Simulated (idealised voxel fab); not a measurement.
Proc. module: voxel fin reveal
We display cut, a cross-section 200 nm in width whose square cells are each 5 nm.
Square cells in a grid make up a cross-section in this document, and the grid is given as bands, listed from the top down, each one or more rows of cells. The entry gives the band's vertical extent as a top height and a bottom height in nm, then its horizontal make-up as materials from left to right, each with a width in nm. "blank" stands for empty space; a single material marked "full width" fills the band edge to edge. For the purposes of this specification, 0 denotes the height below which the wafer in its as-received condition is composed wholly of one material, and the lowermost band, lacking a lower limit, extends downward without end, as expressed in "z 0 and below". Per-row width for "30..40": begins at first number (top row of band), ends at second number (bottom row), increment between rows held constant. No cell of the cross-section changed in a step that is given as "all unchanged". "Sealed-off cavities" enumerates empty spaces isolated from the top, with no open way to it, that contain at least 8 cells, giving each as width x height at distance from the left edge, all three in nm. On each step's line, the part that comes after the settings is the simulator's own comment on the step. "overlay nm" denotes, for a step that has a mask, the displacement of the mask to the right of its planned place, with negative values corresponding to the left.

# So here's the lineup of process steps we planned
1) RECEIVE with material Si
2) CONFORMAL_DEP with material SiN, thk nm 10
3) MASKED_ETCH with tone cover, mask id FINS, width nm 15, pitch nm 35, etch materials SiN, depth nm 10, overlay nm 0
4) MASKED_ETCH with tone cover, mask id FINS, width nm 15, pitch nm 35, etch materials Si, depth nm 35, overlay nm 0
5) OXIDIZE with depth nm 5
6) FILL_DEP with material SiO2, thk nm 10
7) CMP with height nm 10
8) SELECTIVE_ETCH with etch materials SiO2, depth nm 35
9) STRIP with etch materials SiN
10) CONFORMAL_DEP with material HfO2, thk nm 5

# First wafer out of two, processed as planned

# Received-state cross-section, reflecting completion of step 1
z 0 and below | Si full width
Sealed-off cavities: none

# After step 2: wafer cross-section
z 10 to 0 | SiN full width
Below 0 it's all the same as before, nothing changed down there.

# After step 3: wafer cross-section
z 10 to 0 | 40 nm blank, then 15 nm SiN, then 20 nm blank, then 15 nm SiN, then 20 nm blank, then 15 nm SiN, then 20 nm blank, then 15 nm SiN, then 40 nm blank
Below 0 it's all the same as before, nothing changed down there.

# After step 4: wafer cross-section
z 10 to 0 | 40 nm blank, then 15 nm SiN, then 20 nm blank, then 15 nm SiN, then 20 nm blank, then 15 nm SiN, then 20 nm blank, then 15 nm SiN, then 40 nm blank
z 0 to -35 | 40 nm blank, then 15 nm Si, then 20 nm blank, then 15 nm Si, then 20 nm blank, then 15 nm Si, then 20 nm blank, then 15 nm Si, then 40 nm blank
Below -35 it's all the same as before, nothing changed down there.

# After step 5: wafer cross-section
z 10 to 0 | 40 nm blank, then 15 nm SiN, then 20 nm blank, then 15 nm SiN, then 20 nm blank, then 15 nm SiN, then 20 nm blank, then 15 nm SiN, then 40 nm blank
z 0 to -35 | 40 nm blank, then 5 nm SiO2, then 5 nm Si, then 5 nm SiO2, then 20 nm blank, then 5 nm SiO2, then 5 nm Si, then 5 nm SiO2, then 20 nm blank, then 5 nm SiO2, then 5 nm Si, then 5 nm SiO2, then 20 nm blank, then 5 nm SiO2, then 5 nm Si, then 5 nm SiO2, then 40 nm blank
z -35 to -40 | 45 nm SiO2, then 5 nm Si, then 30 nm SiO2, then 5 nm Si, then 30 nm SiO2, then 5 nm Si, then 30 nm SiO2, then 5 nm Si, then 45 nm SiO2
Below -40 it's all the same as before, nothing changed down there.

# After step 6: wafer cross-section
z 20 to 10 | SiO2 full width
z 10 to 0 | 40 nm SiO2, then 15 nm SiN, then 20 nm SiO2, then 15 nm SiN, then 20 nm SiO2, then 15 nm SiN, then 20 nm SiO2, then 15 nm SiN, then 40 nm SiO2
z 0 to -40 | 45 nm SiO2, then 5 nm Si, then 30 nm SiO2, then 5 nm Si, then 30 nm SiO2, then 5 nm Si, then 30 nm SiO2, then 5 nm Si, then 45 nm SiO2
Below -40 it's all the same as before, nothing changed down there.

# After step 7: wafer cross-section
z 10 to 0 | 40 nm SiO2, then 15 nm SiN, then 20 nm SiO2, then 15 nm SiN, then 20 nm SiO2, then 15 nm SiN, then 20 nm SiO2, then 15 nm SiN, then 40 nm SiO2
Below 0 it's all the same as before, nothing changed down there.

# After step 8: wafer cross-section
z 10 to 0 | 40 nm blank, then 15 nm SiN, then 20 nm blank, then 15 nm SiN, then 20 nm blank, then 15 nm SiN, then 20 nm blank, then 15 nm SiN, then 40 nm blank
z 0 to -25 | 45 nm blank, then 5 nm Si, then 30 nm blank, then 5 nm Si, then 30 nm blank, then 5 nm Si, then 30 nm blank, then 5 nm Si, then 45 nm blank
Below -25 it's all the same as before, nothing changed down there.

# After step 9: wafer cross-section
z 0 to -25 | 45 nm blank, then 5 nm Si, then 30 nm blank, then 5 nm Si, then 30 nm blank, then 5 nm Si, then 30 nm blank, then 5 nm Si, then 45 nm blank
Below -25 it's all the same as before, nothing changed down there.

# After step 10: wafer cross-section
z 5 to 0 | 40 nm blank, then 15 nm HfO2, then 20 nm blank, then 15 nm HfO2, then 20 nm blank, then 15 nm HfO2, then 20 nm blank, then 15 nm HfO2, then 40 nm blank
z 0 to -20 | 40 nm blank, then 5 nm HfO2, then 5 nm Si, then 5 nm HfO2, then 20 nm blank, then 5 nm HfO2, then 5 nm Si, then 5 nm HfO2, then 20 nm blank, then 5 nm HfO2, then 5 nm Si, then 5 nm HfO2, then 20 nm blank, then 5 nm HfO2, then 5 nm Si, then 5 nm HfO2, then 40 nm blank
z -20 to -25 | 45 nm HfO2, then 5 nm Si, then 30 nm HfO2, then 5 nm Si, then 30 nm HfO2, then 5 nm Si, then 30 nm HfO2, then 5 nm Si, then 45 nm HfO2
Below -25 it's all the same as before, nothing changed down there.

# Now the other wafer: same start, same recipe, but we messed up one thing when running it. Up to and including step 2 it's the same as the first one

# Second wafer, section view, time point: scheduled end of step 3
z 10 to 0 | 35 nm blank, then 15 nm SiN, then 20 nm blank, then 15 nm SiN, then 20 nm blank, then 15 nm SiN, then 20 nm blank, then 15 nm SiN, then 45 nm blank
Below 0 it's all the same as before, nothing changed down there.

# Second wafer, section view, time point: scheduled end of step 4
z 10 to 0 | 35 nm blank, then 15 nm SiN, then 20 nm blank, then 15 nm SiN, then 20 nm blank, then 15 nm SiN, then 20 nm blank, then 15 nm SiN, then 45 nm blank
z 0 to -35 | 35 nm blank, then 20 nm Si, then 15 nm blank, then 20 nm Si, then 15 nm blank, then 20 nm Si, then 15 nm blank, then 20 nm Si, then 40 nm blank
Below -35 it's all the same as before, nothing changed down there.

# Second wafer, section view, time point: scheduled end of step 5
z 10 to 0 | 35 nm blank, then 15 nm SiN, then 20 nm blank, then 15 nm SiN, then 20 nm blank, then 15 nm SiN, then 20 nm blank, then 15 nm SiN, then 45 nm blank
z 0 to -5 | 35 nm blank, then 5 nm SiO2, then 5 nm Si, then 10 nm SiO2, then 15 nm blank, then 5 nm SiO2, then 5 nm Si, then 10 nm SiO2, then 15 nm blank, then 5 nm SiO2, then 5 nm Si, then 10 nm SiO2, then 15 nm blank, then 5 nm SiO2, then 5 nm Si, then 10 nm SiO2, then 40 nm blank
z -5 to -35 | 35 nm blank, then 5 nm SiO2, then 10 nm Si, then 5 nm SiO2, then 15 nm blank, then 5 nm SiO2, then 10 nm Si, then 5 nm SiO2, then 15 nm blank, then 5 nm SiO2, then 10 nm Si, then 5 nm SiO2, then 15 nm blank, then 5 nm SiO2, then 10 nm Si, then 5 nm SiO2, then 40 nm blank
z -35 to -40 | 40 nm SiO2, then 10 nm Si, then 25 nm SiO2, then 10 nm Si, then 25 nm SiO2, then 10 nm Si, then 25 nm SiO2, then 10 nm Si, then 45 nm SiO2
Below -40 it's all the same as before, nothing changed down there.

# Second wafer, section view, time point: scheduled end of step 6
z 20 to 10 | SiO2 full width
z 10 to 0 | 35 nm SiO2, then 15 nm SiN, then 20 nm SiO2, then 15 nm SiN, then 20 nm SiO2, then 15 nm SiN, then 20 nm SiO2, then 15 nm SiN, then 45 nm SiO2
z 0 to -5 | 40 nm SiO2, then 5 nm Si, then 30 nm SiO2, then 5 nm Si, then 30 nm SiO2, then 5 nm Si, then 30 nm SiO2, then 5 nm Si, then 50 nm SiO2
z -5 to -40 | 40 nm SiO2, then 10 nm Si, then 25 nm SiO2, then 10 nm Si, then 25 nm SiO2, then 10 nm Si, then 25 nm SiO2, then 10 nm Si, then 45 nm SiO2
Below -40 it's all the same as before, nothing changed down there.

# Second wafer, section view, time point: scheduled end of step 7
z 10 to 0 | 35 nm SiO2, then 15 nm SiN, then 20 nm SiO2, then 15 nm SiN, then 20 nm SiO2, then 15 nm SiN, then 20 nm SiO2, then 15 nm SiN, then 45 nm SiO2
Below 0 it's all the same as before, nothing changed down there.

# Second wafer, section view, time point: scheduled end of step 8
z 10 to 0 | 35 nm blank, then 15 nm SiN, then 20 nm blank, then 15 nm SiN, then 20 nm blank, then 15 nm SiN, then 20 nm blank, then 15 nm SiN, then 45 nm blank
z 0 to -5 | 40 nm blank, then 5 nm Si, then 30 nm blank, then 5 nm Si, then 30 nm blank, then 5 nm Si, then 30 nm blank, then 5 nm Si, then 50 nm blank
z -5 to -25 | 40 nm blank, then 10 nm Si, then 25 nm blank, then 10 nm Si, then 25 nm blank, then 10 nm Si, then 25 nm blank, then 10 nm Si, then 45 nm blank
Below -25 it's all the same as before, nothing changed down there.

# Second wafer, section view, time point: scheduled end of step 9
z 0 to -5 | 40 nm blank, then 5 nm Si, then 30 nm blank, then 5 nm Si, then 30 nm blank, then 5 nm Si, then 30 nm blank, then 5 nm Si, then 50 nm blank
Below -5 it's all the same as before, nothing changed down there.

# Second wafer, section view, time point: scheduled end of step 10
z 5 to 0 | 35 nm blank, then 15 nm HfO2, then 20 nm blank, then 15 nm HfO2, then 20 nm blank, then 15 nm HfO2, then 20 nm blank, then 15 nm HfO2, then 45 nm blank
z 0 to -5 | 35 nm blank, then 5 nm HfO2, then 5 nm Si, then 10 nm HfO2, then 15 nm blank, then 5 nm HfO2, then 5 nm Si, then 10 nm HfO2, then 15 nm blank, then 5 nm HfO2, then 5 nm Si, then 10 nm HfO2, then 15 nm blank, then 5 nm HfO2, then 5 nm Si, then 10 nm HfO2, then 40 nm blank
z -5 to -20 | 35 nm blank, then 5 nm HfO2, then 10 nm Si, then 5 nm HfO2, then 15 nm blank, then 5 nm HfO2, then 10 nm Si, then 5 nm HfO2, then 15 nm blank, then 5 nm HfO2, then 10 nm Si, then 5 nm HfO2, then 15 nm blank, then 5 nm HfO2, then 10 nm Si, then 5 nm HfO2, then 40 nm blank
z -20 to -25 | 40 nm HfO2, then 10 nm Si, then 25 nm HfO2, then 10 nm Si, then 25 nm HfO2, then 10 nm Si, then 25 nm HfO2, then 10 nm Si, then 45 nm HfO2
Below -25 it's all the same as before, nothing changed down there.
Finding, execution versus plan: contrary to plan, step 3 was performed as MASKED_ETCH with tone cover, mask id FINS, width nm 15, pitch nm 35, etch materials SiN, depth nm 10, overlay nm -5
Final comparison by cell count, materials where the second wafer has more or fewer than the first: +28 Si, -12 SiO2
